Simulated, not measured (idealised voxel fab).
Process module heading - voxel transistor to metal
We display cut, a cross-section 195 nm in width whose square cells are each 5 nm.
Square cells in a grid make up a cross-section in this document, and the grid is given as bands, listed from the top down, each one or more rows of cells.
Each band's line starts with the height of the band's top and of its bottom, in nm. Then come its materials from left to right, each with its width in nm. One material with "everywhere" fills the band from edge to edge. "air" is empty space.
Where do heights start? At 0: under that level the wafer as delivered is made of one material only. And the lowest band has no floor; it just carries on downward, as in "0 nm and below".
Width "30 to 40": first value at the band's top row of cells, second value at its bottom row, equal change from row to row.
Reading "no alteration" for a step: not a cell of the cross-section changed in it.
If an empty space has no open way to the top and is at least 8 cells in size, "Fully enclosed voids" lists it, written width x height at distance, where distance is measured from the left edge and every value is in nm.
Formally, on a step line, whatever follows the settings is a remark that the simulator itself makes on the step.
When a step includes a mask, the "overlay nm" setting on its line states how far to the right of its planned place that mask lay, and negative values state how far to the left.
PLAN
| 1 | RECEIVE with material Si |
| 2 | OXIDIZE with depth nm 5 |
| 3 | CONFORMAL_DEP with material SiN, thk nm 10 |
| 4 | DIRECTIONAL_DEP with material aC, thk nm 10 |
| 5 | PATTERN with tone cover, mask id ACTIVE, material resist, width nm 105, thk nm 25, overlay nm 0 |
| 6 | DIRECTIONAL_ETCH with etch materials aC, depth nm 10 |
| 7 | STRIP with etch materials resist |
| 8 | DIRECTIONAL_ETCH with etch materials SiN, depth nm 10 |
| 9 | DIRECTIONAL_ETCH with etch materials SiO2, depth nm 5 |
| 10 | DIRECTIONAL_ETCH with etch materials Si, depth nm 35 |
| 11 | STRIP with etch materials aC |
| 12 | OXIDIZE with depth nm 5 |
| 13 | FILL_DEP with material SiO2, thk nm 15 |
| 14 | CMP with height nm 10 |
| 15 | SELECTIVE_ETCH with etch materials SiO2, depth nm 10 |
| 16 | STRIP with etch materials SiN |
| 17 | SELECTIVE_ETCH with etch materials SiO2, depth nm 5 |
| 18 | OXIDIZE with depth nm 5 |
| 19 | DIRECTIONAL_DEP with material polySi, thk nm 30 |
| 20 | DIRECTIONAL_DEP with material SiCN, thk nm 10 |
| 21 | DIRECTIONAL_DEP with material aC, thk nm 15 |
| 22 | PATTERN with tone cover, mask id GATE, material resist, width nm 25, thk nm 35, overlay nm 0 |
| 23 | DIRECTIONAL_ETCH with etch materials aC, depth nm 15 |
| 24 | STRIP with etch materials resist |
| 25 | DIRECTIONAL_ETCH with etch materials SiCN, depth nm 20 |
| 26 | DIRECTIONAL_ETCH with etch materials polySi, depth nm 40 |
| 27 | STRIP with etch materials aC |
| 28 | CONFORMAL_DEP with material SiO2, thk nm 5 |
| 29 | DIRECTIONAL_ETCH with etch materials SiO2, depth nm 5 |
| 30 | CONFORMAL_DEP with material SiN, thk nm 5 |
| 31 | DIRECTIONAL_ETCH with etch materials SiN, depth nm 5 |
| 32 | DIRECTIONAL_ETCH with etch materials SiO2, depth nm 5 |
| 33 | DIRECTIONAL_ETCH with etch materials Si, depth nm 5 |
| 34 | EPI with material nSi, thk nm 10 |
| 35 | FILL_DEP with material SiO2, thk nm 10 |
| 36 | CMP with height nm 25 |
| 37 | STRIP with etch materials polySi |
| 38 | SELECTIVE_ETCH with etch materials SiO2, depth nm 5 |
| 39 | CONFORMAL_DEP with material HfO2, thk nm 5 |
| 40 | CONFORMAL_DEP with material TiN, thk nm 5 |
| 41 | FILL_DEP with material W, thk nm 5 |
| 42 | CMP with height nm 20 |
| 43 | DIRECTIONAL_DEP with material SiO2, thk nm 10 |
| 44 | PATTERN with tone open, mask id CONTACT, material resist, width nm 15, pitch nm 80, thk nm 15, overlay nm 0 |
| 45 | DIRECTIONAL_ETCH with etch materials SiO2, depth nm 35 |
| 46 | STRIP with etch materials resist |
| 47 | CONFORMAL_DEP with material TiN, thk nm 5 |
| 48 | FILL_DEP with material W, thk nm 10 |
| 49 | CMP with height nm 30 |
| 50 | DIRECTIONAL_DEP with material TiN, thk nm 5 |
| 51 | DIRECTIONAL_DEP with material Ru, thk nm 20 |
| 52 | PATTERN with tone cover, mask id METAL_1, material resist, width nm 15, pitch nm 80, thk nm 15, overlay nm 0 |
| 53 | DIRECTIONAL_ETCH with etch materials Ru, depth nm 20 |
| 54 | DIRECTIONAL_ETCH with etch materials TiN, depth nm 5 |
| 55 | STRIP with etch materials resist |
| 56 | FILL_DEP with material lowk, thk nm 5 |
| 57 | CMP with height nm 55 |
| 58 | CONFORMAL_DEP with material SiCN, thk nm 5 |
| 59 | DIRECTIONAL_DEP with material SiO2, thk nm 35 |
| 60 | PATTERN with tone open, mask id METAL_2, material resist, width nm 15, pitch nm 80, thk nm 15, overlay nm 0 |
| 61 | DIRECTIONAL_ETCH with etch materials SiO2, depth nm 20 |
| 62 | STRIP with etch materials resist |
| 63 | PATTERN with tone open, mask id METAL_2_HOLES, material resist, width nm 15, pitch nm 80, thk nm 15, overlay nm 0 |
| 64 | DIRECTIONAL_ETCH with etch materials SiO2, depth nm 15 |
| 65 | DIRECTIONAL_ETCH with etch materials SiCN, depth nm 5 |
| 66 | STRIP with etch materials resist |
| 67 | CONFORMAL_DEP with material TiN, thk nm 5 |
| 68 | FILL_DEP with material Cu, thk nm 10 |
| 69 | CMP with height nm 95 |
| 70 | CONFORMAL_DEP with material SiCN, thk nm 5 |
It is noted that the wafers described herein are identical at the outset and are distinguished by the width nm of step 22; the value stated in the plan corresponds to the first wafer.
CROSS-SECTION OF THE FIRST INCOMING WAFER OF SEVERAL, STATE AFTER STEP 1
- 0 nm and below: Si everywhere
- Fully enclosed voids: none
CROSS-SECTION AFTER STEP 70, THE FINAL STEP OF THE MODULE, FOR THE FIRST OF SEVERAL WAFERS
- 100 nm to 95 nm: SiCN everywhere
- 95 nm to 60 nm: SiO2 50, then TiN 5, then Cu 5, then TiN 5, then SiO2 65, then TiN 5, then Cu 5, then TiN 5, then SiO2 50
- 60 nm to 55 nm: SiCN 50, then TiN 15, then SiCN 65, then TiN 15, then SiCN 50
- 55 nm to 35 nm: lowk 50, then Ru 15, then lowk 65, then Ru 15, then lowk 50
- 35 nm to 30 nm: lowk 50, then TiN 15, then lowk 65, then TiN 15, then lowk 50
- 30 nm to 20 nm: SiO2 50, then TiN 5, then W 5, then TiN 5, then SiO2 65, then TiN 5, then W 5, then TiN 5, then SiO2 50
- 20 nm to 0 nm: SiO2 50, then TiN 5, then W 5, then TiN 5, then SiO2 10, then SiN 5, then HfO2 5, then TiN 5, then W 15, then TiN 5, then HfO2 5, then SiN 5, then SiO2 10, then TiN 5, then W 5, then TiN 5, then SiO2 50
- 0 nm to -5 nm: SiO2 50, then TiN 15, then nSi 10, then SiN 5, then HfO2 5, then TiN 25, then HfO2 5, then SiN 5, then nSi 10, then TiN 15, then SiO2 50
- -5 nm to -10 nm: SiO2 45, then nSi 30, then SiO2 5, then HfO2 35, then SiO2 5, then nSi 30, then SiO2 45
- -10 nm to -15 nm: SiO2 50, then nSi 25, then Si 45, then nSi 25, then SiO2 50
- -15 nm to -45 nm: SiO2 50, then Si 95, then SiO2 50
- -45 nm and below: Si everywhere
- Fully enclosed voids: none
LAST WAFER OF THE SET, CROSS-SECTIONED AT END OF MODULE
- 100 nm to 95 nm: SiCN everywhere
- 95 nm to 60 nm: SiO2 50, then TiN 5, then Cu 5, then TiN 5, then SiO2 65, then TiN 5, then Cu 5, then TiN 5, then SiO2 50
- 60 nm to 55 nm: SiCN 50, then TiN 15, then SiCN 65, then TiN 15, then SiCN 50
- 55 nm to 35 nm: lowk 50, then Ru 15, then lowk 65, then Ru 15, then lowk 50
- 35 nm to 30 nm: lowk 50, then TiN 15, then lowk 65, then TiN 15, then lowk 50
- 30 nm to 25 nm: SiO2 50, then TiN 5, then W 5, then TiN 5, then SiO2 65, then TiN 5, then W 5, then TiN 5, then SiO2 50
- 25 nm to 20 nm: SiO2 50, then TiN 5, then W 5, then TiN 5, then SiO2 65, then TiN 15, then SiO2 50
- 20 nm to 5 nm: SiO2 50, then TiN 5, then W 5, then TiN 5, then SiN 5, then HfO2 5, then TiN 5, then W 40, then TiN 5, then HfO2 5, then SiN 5, then TiN 10, then SiO2 50
- 5 nm to 0 nm: SiO2 50, then TiN 15, then SiN 5, then HfO2 5, then TiN 5, then W 40, then TiN 5, then HfO2 5, then SiN 5, then TiN 10, then SiO2 50
- 0 nm to -5 nm: SiO2 50, then TiN 5, then nSi 10, then SiN 5, then HfO2 5, then TiN 50, then HfO2 5, then SiN 5, then nSi 10, then SiO2 50
- -5 nm to -10 nm: SiO2 45, then nSi 20, then SiO2 5, then HfO2 60, then SiO2 5, then nSi 15, then SiO2 45
- -10 nm to -15 nm: SiO2 50, then nSi 15, then Si 70, then nSi 10, then SiO2 50
- -15 nm to -45 nm: SiO2 50, then Si 95, then SiO2 50
- -45 nm and below: Si everywhere
- Fully enclosed voids: none
HEADS UP, THIS TABLE GOES WAFER BY WAFER. A ROW TELLS YOU, AT THE END OF THE MODULE, HOW MANY CELLS OF EACH MATERIAL THAT WAFER HAS PUT ON (+) OR DROPPED (-) SINCE IT WAS RECEIVED, AND THEN ITS CLOSED VOIDS
width nm 25, +14 Cu, +17 HfO2, +24 Ru, -228 Si, +72 SiCN, +10 SiN, +573 SiO2, +83 TiN, +24 W, +165 lowk, +26 nSi, Fully enclosed voids: none
width nm 30, +14 Cu, +18 HfO2, +24 Ru, -227 Si, +72 SiCN, +10 SiN, +569 SiO2, +84 TiN, +27 W, +165 lowk, +24 nSi, Fully enclosed voids: none
width nm 35, +14 Cu, +19 HfO2, +24 Ru, -226 Si, +72 SiCN, +10 SiN, +565 SiO2, +85 TiN, +30 W, +165 lowk, +22 nSi, Fully enclosed voids: none
width nm 40, +14 Cu, +20 HfO2, +24 Ru, -225 Si, +72 SiCN, +10 SiN, +561 SiO2, +85 TiN, +34 W, +165 lowk, +20 nSi, Fully enclosed voids: none
width nm 45, +14 Cu, +21 HfO2, +24 Ru, -224 Si, +72 SiCN, +10 SiN, +557 SiO2, +85 TiN, +38 W, +165 lowk, +18 nSi, Fully enclosed voids: none
width nm 50, +14 Cu, +22 HfO2, +24 Ru, -223 Si, +72 SiCN, +10 SiN, +557 SiO2, +85 TiN, +38 W, +165 lowk, +16 nSi, Fully enclosed voids: none
